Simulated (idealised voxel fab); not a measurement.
process module | voxel wiring stack
The cross-section shown here is cut; it is 295 nm wide and divided into square cells measuring 5 nm on a side.
Reading order for cross-sections: top band down to bottom band. Underlying form: a grid of square cells. Band size: one or more rows of cells.
For a band, the entry starts with two heights in nm, that of the top and then that of the bottom, and carries on with the band's materials in order from left to right, each alongside its width in nm; the word "full width" beside a single material means it fills the band edge to edge, and "blank" means empty space.
Note: height 0 marks the level under which the wafer is uniformly one material as received. Lowest band unbounded below, written "z 0 and below".
The width entry "30->40" should be interpreted row by row: the top row of cells in the band takes the first number, the bottom row takes the second number, and the change between adjacent rows is uniform throughout.
Reading "no change" for a step: not a cell of the cross-section changed in it.
Under "Sealed void listing" you'll find the enclosed gaps, the ones with no way out to the top, that are 8 cells or bigger; each reads width x height at distance, with distance counted from the left edge, everything in nm.
Post-settings text on a step line: simulator's own remark regarding the step.
overlay nm: mask right of planned place by this much (step with mask). Neg. = left.
THE PROCESS STEPS THAT WERE PLANNED ARE LISTED BELOW
step 1: RECEIVE | material Si
step 2: CONFORMAL_DEP | material SiO2 | thk nm 10
step 3: DIRECTIONAL_DEP | material TiN | thk nm 5
step 4: DIRECTIONAL_DEP | material Ru | thk nm 25
step 5: MASKED_ETCH | tone cover | mask id METAL_1 | width nm 30 | pitch nm 55 | etch materials Ru | depth nm 25 | overlay nm 0
step 6: MASKED_ETCH | tone cover | mask id METAL_1 | width nm 30 | pitch nm 55 | etch materials TiN | depth nm 5 | overlay nm 0
step 7: FILL_DEP | material SiO2 | thk nm 10
step 8: CMP | height nm 35
step 9: CONFORMAL_DEP | material SiCN | thk nm 5
step 10: DIRECTIONAL_DEP | material lowk | thk nm 20
step 11: PATTERN | tone open | mask id PLUG_1 | material resist | width nm 15 | pitch nm 110 | thk nm 20 | overlay nm 0
step 12: DIRECTIONAL_ETCH | etch materials lowk | depth nm 20
step 13: DIRECTIONAL_ETCH | etch materials SiCN | depth nm 5
step 14: STRIP | etch materials resist
step 15: EPI | material Ru | thk nm 10
step 16: EPI | material Ru | thk nm 10
step 17: EPI | material Ru | thk nm 5
step 18: DIRECTIONAL_DEP | material TiN | thk nm 5
step 19: DIRECTIONAL_DEP | material W | thk nm 20
step 20: DIRECTIONAL_DEP | material aC | thk nm 15
step 21: PATTERN | tone cover | mask id METAL_2 | material resist | width nm 30 | pitch nm 55 | thk nm 35 | overlay nm 0
step 22: DIRECTIONAL_ETCH | etch materials aC | depth nm 15
step 23: STRIP | etch materials resist
step 24: DIRECTIONAL_ETCH | etch materials W | depth nm 20
step 25: DIRECTIONAL_ETCH | etch materials TiN | depth nm 5
step 26: STRIP | etch materials aC
step 27: FILL_DEP | material SiO2 | thk nm 5
step 28: CMP | height nm 90
step 29: CONFORMAL_DEP | material SiCN | thk nm 5
It is noted that the wafers described herein are identical at the outset and are distinguished by the height nm of step 8; the value stated in the plan corresponds to the first wafer.
INCOMING STATE OF THE FIRST OF SEVERAL WAFERS IN CROSS-SECTION: AFTER STEP 1
> z 0 and below  Si full width
> Sealed void listing: none
WHAT FOLLOWS IS A TABLE IN WHICH EACH WAFER OCCUPIES A ROW; FOR THE WAFER AS IT STANDS AT THE CLOSE OF THE MODULE, THE ROW STATES, MATERIAL BY MATERIAL, HOW MANY CELLS HAVE BEEN GAINED (+) OR LOST (-) SINCE RECEIPT, AND THEN GIVES ITS CLOSED VOIDS
height nm 35 | +102 Ru | +112 SiCN | +587 SiO2 | +36 TiN | +72 W | +212 lowk | Sealed void listing: none
height nm 40 | +120 Ru | +112 SiCN | +569 SiO2 | +36 TiN | +72 W | +212 lowk | Sealed void listing: none
height nm 45 | +90 Ru | +112 SiCN | +611 SiO2 | +36 TiN | +60 W | +212 lowk | Sealed void listing: none
height nm 50 | +90 Ru | +112 SiCN | +623 SiO2 | +36 TiN | +48 W | +212 lowk | Sealed void listing: none
